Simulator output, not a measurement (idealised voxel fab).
process module | voxel trench capacitor
cross-section cut | 255 nm wide | cells 5 nm
A cross-section is a grid of square cells, given in bands from the top down. A band is one or more rows of cells.
Each band's line starts with the height of the band's top and of its bottom, in nm. Then come its materials from left to right, each with its width in nm. One material with "throughout" fills the band from edge to edge. "air" is empty space.
Height 0 is the level under which the wafer as received is all one material. The lowest band goes on downwards, as in "0 down".
A width such as "30 to 40" changes by the same amount from each row of cells to the next, from the band's top row to its bottom row.
"no change" after a step means that no cell of the cross-section changed.
closed voids: empty space of 8 cells or more with no open way to the top, each as width x height at its distance from the left edge, in nm
after a step's settings: what the simulator itself notes on the step
overlay nm, on a step with a mask: how far to the right of its planned place the mask lay; to the left if negative
plan
1 op RECEIVE | material Si
2 op CONFORMAL_DEP | material SiN | thk nm 5
3 op PATTERN | tone open | mask id TRENCH | material resist | width nm 25 | pitch nm 40 | thk nm 20 | overlay nm 0
4 op DIRECTIONAL_ETCH | etch materials SiN | depth nm 5
5 op DIRECTIONAL_ETCH | etch materials Si | depth nm 30
6 op STRIP | etch materials resist
7 op CONFORMAL_DEP | material HfO2 | thk nm 5
8 op CONFORMAL_DEP | material TiN | thk nm 5
9 op FILL_DEP | material W | thk nm 5
10 op CMP | height nm 5
as received, after step 1
  0 down: Si throughout
  closed voids: none
first wafer at the end, as planned
  5 to 0: SiN 95 | HfO2 5 | TiN 5 | W 5 | TiN 5 | HfO2 5 | SiN 15 | HfO2 5 | TiN 5 | W 5 | TiN 5 | HfO2 5 | SiN 95
  0 to -20: Si 95 | HfO2 5 | TiN 5 | W 5 | TiN 5 | HfO2 5 | Si 15 | HfO2 5 | TiN 5 | W 5 | TiN 5 | HfO2 5 | Si 95
  -20 to -25: Si 95 | HfO2 5 | TiN 15 | HfO2 5 | Si 15 | HfO2 5 | TiN 15 | HfO2 5 | Si 95
  -25 to -30: Si 95 | HfO2 25 | Si 15 | HfO2 25 | Si 95
  -30 down: Si throughout
  closed voids: none
second wafer at the end: like start, like plan, one mistake
  5 to 0: W 85 | TiN 5 | HfO2 5 | SiN 25 | HfO2 5 | TiN 5 | HfO2 5 | SiN 25 | HfO2 5 | TiN 5 | W 85
  0 to -20: W 85 | TiN 5 | HfO2 5 | Si 25 | HfO2 5 | TiN 5 | HfO2 5 | Si 25 | HfO2 5 | TiN 5 | W 85
  -20 to -25: TiN 90 | HfO2 5 | Si 25 | HfO2 5 | TiN 5 | HfO2 5 | Si 25 | HfO2 5 | TiN 90
  -25 to -30: HfO2 95 | Si 25 | HfO2 15 | Si 25 | HfO2 95
  -30 down: Si throughout
  closed voids: none
what went wrong: step 3 ran as: op PATTERN | tone cover | mask id TRENCH | material resist | width nm 25 | pitch nm 40 | thk nm 20 | overlay nm 0
at the end the second wafer has, in cells: 31 more of HfO2 | 186 fewer of Si | 31 fewer of SiN | 26 more of TiN | 160 more of W
